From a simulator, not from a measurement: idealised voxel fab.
process module | voxel trench capacitor
cross-section cut | 265 nm wide | cells 5 nm
A cross-section is a grid of square cells, given in bands from the top down. A band is one or more rows of cells.
Each band's line starts with the height of the band's top and of its bottom, in nm. Then come its materials from left to right, each with its width in nm. One material with "throughout" fills the band from edge to edge. "air" is empty space.
Height 0 is the level under which the wafer as received is all one material. The lowest band goes on downwards, as in "0 down".
A width such as "30 to 40" changes by the same amount from each row of cells to the next, from the band's top row to its bottom row.
"no change" after a step means that no cell of the cross-section changed.
closed voids: empty space of 8 cells or more with no open way to the top, each as width x height at its distance from the left edge, in nm
after a step's settings: what the simulator itself notes on the step
overlay nm, on a step with a mask: how far to the right of its planned place the mask lay; to the left if negative
plan
1 op RECEIVE | material Si
2 op CONFORMAL_DEP | material SiN | thk nm 10
3 op DIRECTIONAL_DEP | material aC | thk nm 15
4 op PATTERN | tone open | mask id TRENCH | material resist | width nm 20 | pitch nm 45 | thk nm 35 | overlay nm 0
5 op DIRECTIONAL_ETCH | etch materials aC | depth nm 15
6 op STRIP | etch materials resist
7 op DIRECTIONAL_ETCH | etch materials SiN | depth nm 10
8 op DIRECTIONAL_ETCH | etch materials Si | depth nm 40
9 op STRIP | etch materials aC
10 op CONFORMAL_DEP | material Al2O3 | thk nm 5
11 op FILL_DEP | material polySi | thk nm 5
12 op CMP | height nm 10
first wafer, as planned
as received, after step 1
  0 down: Si throughout
  closed voids: none
after step 2
  10 to 0: SiN throughout
  below 0: unchanged
after step 3
  25 to 10: aC throughout
  below 10: unchanged
after step 4
  60 to 25: resist 75 | air 20 | resist 25 | air 20 | resist 25 | air 20 | resist 80
  below 25: unchanged
after step 5
  45 to 25: resist 75 | air 20 | resist 25 | air 20 | resist 25 | air 20 | resist 80
  25 to 10: aC 75 | air 20 | aC 25 | air 20 | aC 25 | air 20 | aC 80
  below 10: unchanged
after step 6
  25 to 10: aC 75 | air 20 | aC 25 | air 20 | aC 25 | air 20 | aC 80
  below 10: unchanged
after step 7
  25 to 10: aC 75 | air 20 | aC 25 | air 20 | aC 25 | air 20 | aC 80
  10 to 0: SiN 75 | air 20 | SiN 25 | air 20 | SiN 25 | air 20 | SiN 80
  below 0: unchanged
after step 8
  25 to 10: aC 75 | air 20 | aC 25 | air 20 | aC 25 | air 20 | aC 80
  10 to 0: SiN 75 | air 20 | SiN 25 | air 20 | SiN 25 | air 20 | SiN 80
  0 to -40: Si 75 | air 20 | Si 25 | air 20 | Si 25 | air 20 | Si 80
  below -40: unchanged
after step 9
  10 to 0: SiN 75 | air 20 | SiN 25 | air 20 | SiN 25 | air 20 | SiN 80
  below 0: unchanged
after step 10
  15 to 10: Al2O3 80 | air 10 | Al2O3 35 | air 10 | Al2O3 35 | air 10 | Al2O3 85
  10 to 0: SiN 75 | Al2O3 5 | air 10 | Al2O3 5 | SiN 25 | Al2O3 5 | air 10 | Al2O3 5 | SiN 25 | Al2O3 5 | air 10 | Al2O3 5 | SiN 80
  0 to -35: Si 75 | Al2O3 5 | air 10 | Al2O3 5 | Si 25 | Al2O3 5 | air 10 | Al2O3 5 | Si 25 | Al2O3 5 | air 10 | Al2O3 5 | Si 80
  -35 to -40: Si 75 | Al2O3 20 | Si 25 | Al2O3 20 | Si 25 | Al2O3 20 | Si 80
  below -40: unchanged
after step 11
  20 to 15: polySi throughout
  15 to 10: Al2O3 80 | polySi 10 | Al2O3 35 | polySi 10 | Al2O3 35 | polySi 10 | Al2O3 85
  10 to 0: SiN 75 | Al2O3 5 | polySi 10 | Al2O3 5 | SiN 25 | Al2O3 5 | polySi 10 | Al2O3 5 | SiN 25 | Al2O3 5 | polySi 10 | Al2O3 5 | SiN 80
  0 to -35: Si 75 | Al2O3 5 | polySi 10 | Al2O3 5 | Si 25 | Al2O3 5 | polySi 10 | Al2O3 5 | Si 25 | Al2O3 5 | polySi 10 | Al2O3 5 | Si 80
  below -35: unchanged
after step 12
  10 to 0: SiN 75 | Al2O3 5 | polySi 10 | Al2O3 5 | SiN 25 | Al2O3 5 | polySi 10 | Al2O3 5 | SiN 25 | Al2O3 5 | polySi 10 | Al2O3 5 | SiN 80
  below 0: unchanged
second wafer: like start, like plan, one mistake. Through step 3 it matches the first wafer
when step 4 should have ended
  60 to 25: resist 75 | air 25 | resist 20 | air 25 | resist 20 | air 25 | resist 75
  below 25: unchanged
when step 5 should have ended
  45 to 25: resist 75 | air 25 | resist 20 | air 25 | resist 20 | air 25 | resist 75
  25 to 10: aC 75 | air 25 | aC 20 | air 25 | aC 20 | air 25 | aC 75
  below 10: unchanged
when step 6 should have ended
  25 to 10: aC 75 | air 25 | aC 20 | air 25 | aC 20 | air 25 | aC 75
  below 10: unchanged
when step 7 should have ended
  25 to 10: aC 75 | air 25 | aC 20 | air 25 | aC 20 | air 25 | aC 75
  10 to 0: SiN 75 | air 25 | SiN 20 | air 25 | SiN 20 | air 25 | SiN 75
  below 0: unchanged
when step 8 should have ended
  25 to 10: aC 75 | air 25 | aC 20 | air 25 | aC 20 | air 25 | aC 75
  10 to 0: SiN 75 | air 25 | SiN 20 | air 25 | SiN 20 | air 25 | SiN 75
  0 to -40: Si 75 | air 25 | Si 20 | air 25 | Si 20 | air 25 | Si 75
  below -40: unchanged
when step 9 should have ended
  10 to 0: SiN 75 | air 25 | SiN 20 | air 25 | SiN 20 | air 25 | SiN 75
  below 0: unchanged
when step 10 should have ended
  15 to 10: Al2O3 80 | air 15 | Al2O3 30 | air 15 | Al2O3 30 | air 15 | Al2O3 80
  10 to 0: SiN 75 | Al2O3 5 | air 15 | Al2O3 5 | SiN 20 | Al2O3 5 | air 15 | Al2O3 5 | SiN 20 | Al2O3 5 | air 15 | Al2O3 5 | SiN 75
  0 to -35: Si 75 | Al2O3 5 | air 15 | Al2O3 5 | Si 20 | Al2O3 5 | air 15 | Al2O3 5 | Si 20 | Al2O3 5 | air 15 | Al2O3 5 | Si 75
  -35 to -40: Si 75 | Al2O3 25 | Si 20 | Al2O3 25 | Si 20 | Al2O3 25 | Si 75
  below -40: unchanged
when step 11 should have ended
  20 to 15: polySi throughout
  15 to 10: Al2O3 80 | polySi 15 | Al2O3 30 | polySi 15 | Al2O3 30 | polySi 15 | Al2O3 80
  10 to 0: SiN 75 | Al2O3 5 | polySi 15 | Al2O3 5 | SiN 20 | Al2O3 5 | polySi 15 | Al2O3 5 | SiN 20 | Al2O3 5 | polySi 15 | Al2O3 5 | SiN 75
  0 to -35: Si 75 | Al2O3 5 | polySi 15 | Al2O3 5 | Si 20 | Al2O3 5 | polySi 15 | Al2O3 5 | Si 20 | Al2O3 5 | polySi 15 | Al2O3 5 | Si 75
  below -35: unchanged
when step 12 should have ended
  10 to 0: SiN 75 | Al2O3 5 | polySi 15 | Al2O3 5 | SiN 20 | Al2O3 5 | polySi 15 | Al2O3 5 | SiN 20 | Al2O3 5 | polySi 15 | Al2O3 5 | SiN 75
  below 0: unchanged
what went wrong: step 4 ran as: op PATTERN | tone open | mask id TRENCH | material resist | width nm 25 | pitch nm 45 | thk nm 35 | overlay nm 0
at the end the second wafer has, in cells: 3 more of Al2O3 | 24 fewer of Si | 6 fewer of SiN | 27 more of polySi
